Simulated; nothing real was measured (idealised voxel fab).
process module | voxel tone inversion
cross-section cut | 255 nm wide | cells 5 nm
A cross-section is a grid of square cells, given in bands from the top down. A band is one or more rows of cells.
Each band's line starts with the height of the band's top and of its bottom, in nm. Then come its materials from left to right, each with its width in nm. One material with "throughout" fills the band from edge to edge. "air" is empty space.
Height 0 is the level under which the wafer as received is all one material. The lowest band goes on downwards, as in "0 down".
A width such as "30 to 40" changes by the same amount from each row of cells to the next, from the band's top row to its bottom row.
"no change" after a step means that no cell of the cross-section changed.
closed voids: empty space of 8 cells or more with no open way to the top, each as width x height at its distance from the left edge, in nm
after a step's settings: what the simulator itself notes on the step
overlay nm, on a step with a mask: how far to the right of its planned place the mask lay; to the left if negative
plan
1 op RECEIVE | material Si
2 op CONFORMAL_DEP | material SiN | thk nm 10
3 op DIRECTIONAL_DEP | material polySi | thk nm 25
4 op PATTERN | tone cover | mask id POSTS | material resist | width nm 25 | pitch nm 40 | thk nm 30 | overlay nm -15
5 op DIRECTIONAL_ETCH | etch materials polySi | depth nm 25
6 op STRIP | etch materials resist
7 op FILL_DEP | material lowk | thk nm 5
8 op CMP | height nm 35
9 op STRIP | etch materials polySi
10 op CONFORMAL_DEP | material TiN | thk nm 5
11 op FILL_DEP | material Cu | thk nm 10
12 op CMP | height nm 35
13 op CONFORMAL_DEP | material SiCN | thk nm 5
varied across the wafers: overlay nm of step 4. The plan shows the first wafer's value. All wafers start alike
first wafer as received, after step 1
  0 down: Si throughout
  closed voids: none
first wafer at the end, after step 13
  40 to 35: SiCN throughout
  35 to 15: lowk 80 | TiN 5 | Cu 15 | TiN 5 | lowk 15 | TiN 5 | Cu 15 | TiN 5 | lowk 110
  15 to 10: lowk 80 | TiN 25 | lowk 15 | TiN 25 | lowk 110
  10 to 0: SiN throughout
  0 down: Si throughout
  closed voids: none
last wafer at the end
  40 to 35: SiCN throughout
  35 to 15: lowk 110 | TiN 5 | Cu 15 | TiN 5 | lowk 15 | TiN 5 | Cu 15 | TiN 5 | lowk 80
  15 to 10: lowk 110 | TiN 25 | lowk 15 | TiN 25 | lowk 80
  10 to 0: SiN throughout
  0 down: Si throughout
  closed voids: none
each wafer at the end: cells of each material gained (+) or lost (-) since it was received, then its closed voids
overlay nm -15 | +24 Cu | +51 SiCN | +102 SiN | +26 TiN | +205 lowk | closed voids: none
overlay nm -10 | +24 Cu | +51 SiCN | +102 SiN | +26 TiN | +205 lowk | closed voids: none
overlay nm -5 | +24 Cu | +51 SiCN | +102 SiN | +26 TiN | +205 lowk | closed voids: none
overlay nm 0 | +24 Cu | +51 SiCN | +102 SiN | +26 TiN | +205 lowk | closed voids: none
overlay nm 5 | +24 Cu | +51 SiCN | +102 SiN | +26 TiN | +205 lowk | closed voids: none
overlay nm 10 | +24 Cu | +51 SiCN | +102 SiN | +26 TiN | +205 lowk | closed voids: none
overlay nm 15 | +24 Cu | +51 SiCN | +102 SiN | +26 TiN | +205 lowk | closed voids: none
